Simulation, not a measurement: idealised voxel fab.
Process module in this document: voxel self aligned contacts
Shown is cross-section cut, with a width of 295 nm and square cells of size 5 nm.
A cross-section is a grid of square cells, given in bands from the top down. A band is one or more rows of cells. Top height, bottom height, nm. Materials left to right, width each, nm. Single material + "throughout" = fills band edge to edge. "blank" = empty. We count height from 0. Below that, the starting wafer is all one material. The lowest band never ends at the bottom but goes on down; see "0..down" for how that is written. A width given as "30 to 40" starts at the first number in the band's top row and ends at the second number in its bottom row, shifting by an equal amount at every step from row to row. "no change" -> step changed no cross-section cell. Any empty space of 8 cells or more lacking an open way to the top shows up in "Closed empty spaces" as width x height at distance, distance from the left edge, in nm. Anything after a step's settings on that line? It's the simulator's own note about the step. Among the settings permitted on a step's line is "overlay nm"; applied to a step with a mask, it specifies the extent to which the mask lay to the right of its planned position, whereas a negative figure signifies a position to the left.

## Process steps (planned)
1: RECEIVE | material Si
2: OXIDIZE | depth nm 5
3: DIRECTIONAL_DEP | material polySi | thk nm 30
4: DIRECTIONAL_DEP | material SiN | thk nm 20
5: DIRECTIONAL_DEP | material aC | thk nm 10
6: PATTERN | tone cover | mask id GATE | material resist | width nm 25 | pitch nm 50 | thk nm 25 | overlay nm 0
7: DIRECTIONAL_ETCH | etch materials aC | depth nm 10
8: STRIP | etch materials resist
9: DIRECTIONAL_ETCH | etch materials SiN | depth nm 20
10: DIRECTIONAL_ETCH | etch materials polySi | depth nm 30
11: STRIP | etch materials aC
12: CONFORMAL_DEP | material SiN | thk nm 5
13: DIRECTIONAL_ETCH | etch materials SiN | depth nm 5
14: FILL_DEP | material SiO2 | thk nm 15
15: CMP | height nm 60
16: DIRECTIONAL_DEP | material aC | thk nm 15
17: PATTERN | tone open | mask id CONTACT | material resist | width nm 35 | pitch nm 50 | thk nm 30 | overlay nm 0
18: DIRECTIONAL_ETCH | etch materials aC | depth nm 15
19: STRIP | etch materials resist
20: DIRECTIONAL_ETCH | etch materials SiO2 | depth nm 65
21: STRIP | etch materials aC
22: CONFORMAL_DEP | material TiN | thk nm 5
23: FILL_DEP | material Ru | thk nm 5
24: CMP | height nm 60
25: CONFORMAL_DEP | material SiN | thk nm 5

## Received-state cross-section, reflecting completion of step 1
  0..down = Si throughout
  Closed empty spaces: none

## First of two wafers, end-of-module section, run followed plan
  65..60 = SiN throughout
  60..50 = SiO2: 105 | TiN: 5 to 15 | Ru: 25 to 5 | TiN: 5 to 15 | SiO2: 15 | TiN: 5 to 15 | Ru: 25 to 5 | TiN: 5 to 15 | SiO2: 105
  50..30 = SiO2: 80 | SiN: 35 | TiN: 5 | Ru: 5 | TiN: 5 | SiN: 35 | TiN: 5 | Ru: 5 | TiN: 5 | SiN: 35 | SiO2: 80
  30..0 = SiO2: 80 | SiN: 5 | polySi: 25 | SiN: 5 | TiN: 5 | Ru: 5 | TiN: 5 | SiN: 5 | polySi: 25 | SiN: 5 | TiN: 5 | Ru: 5 | TiN: 5 | SiN: 5 | polySi: 25 | SiN: 5 | SiO2: 80
  0..-5 = SiO2: 115 | TiN: 15 | SiO2: 35 | TiN: 15 | SiO2: 115
  -5..down = Si throughout
  Closed empty spaces: none

## Cross-section at end of module for the second wafer of two, which matched the first in starting point and plan and differed by one mistake in its processing
  65..60 = SiN throughout
  60..50 = SiO2: 105 | TiN: 5 to 15 | Ru: 25 to 5 | TiN: 5 to 15 | SiO2: 15 | TiN: 5 to 15 | Ru: 25 to 5 | TiN: 5 to 15 | SiO2: 105
  50..30 = SiO2: 80 | SiN: 35 | TiN: 5 | Ru: 5 | TiN: 5 | SiN: 35 | TiN: 5 | Ru: 5 | TiN: 5 | SiN: 35 | SiO2: 80
  30..10 = SiO2: 80 | SiN: 5 | polySi: 25 | SiN: 5 | TiN: 5 | Ru: 5 | TiN: 5 | SiN: 5 | polySi: 25 | SiN: 5 | TiN: 5 | Ru: 5 | TiN: 5 | SiN: 5 | polySi: 25 | SiN: 5 | SiO2: 80
  10..5 = SiO2: 80 | SiN: 5 | polySi: 25 | SiN: 5 | TiN: 15 | SiN: 5 | polySi: 25 | SiN: 5 | TiN: 15 | SiN: 5 | polySi: 25 | SiN: 5 | SiO2: 80
  5..0 = SiO2: 80 | SiN: 5 | polySi: 25 | SiN: 5 | SiO2: 15 | SiN: 5 | polySi: 25 | SiN: 5 | SiO2: 15 | SiN: 5 | polySi: 25 | SiN: 5 | SiO2: 80
  0..-5 = SiO2 throughout
  -5..down = Si throughout
  Closed empty spaces: none
The mistake made against the process plan was this: for step 20, the planned setting was not used; the step was instead run as DIRECTIONAL_ETCH | etch materials SiO2 | depth nm 55
Materials where the second wafer ends with more or fewer cells than the first: 4 fewer of Ru | 12 more of SiO2 | 8 fewer of TiN
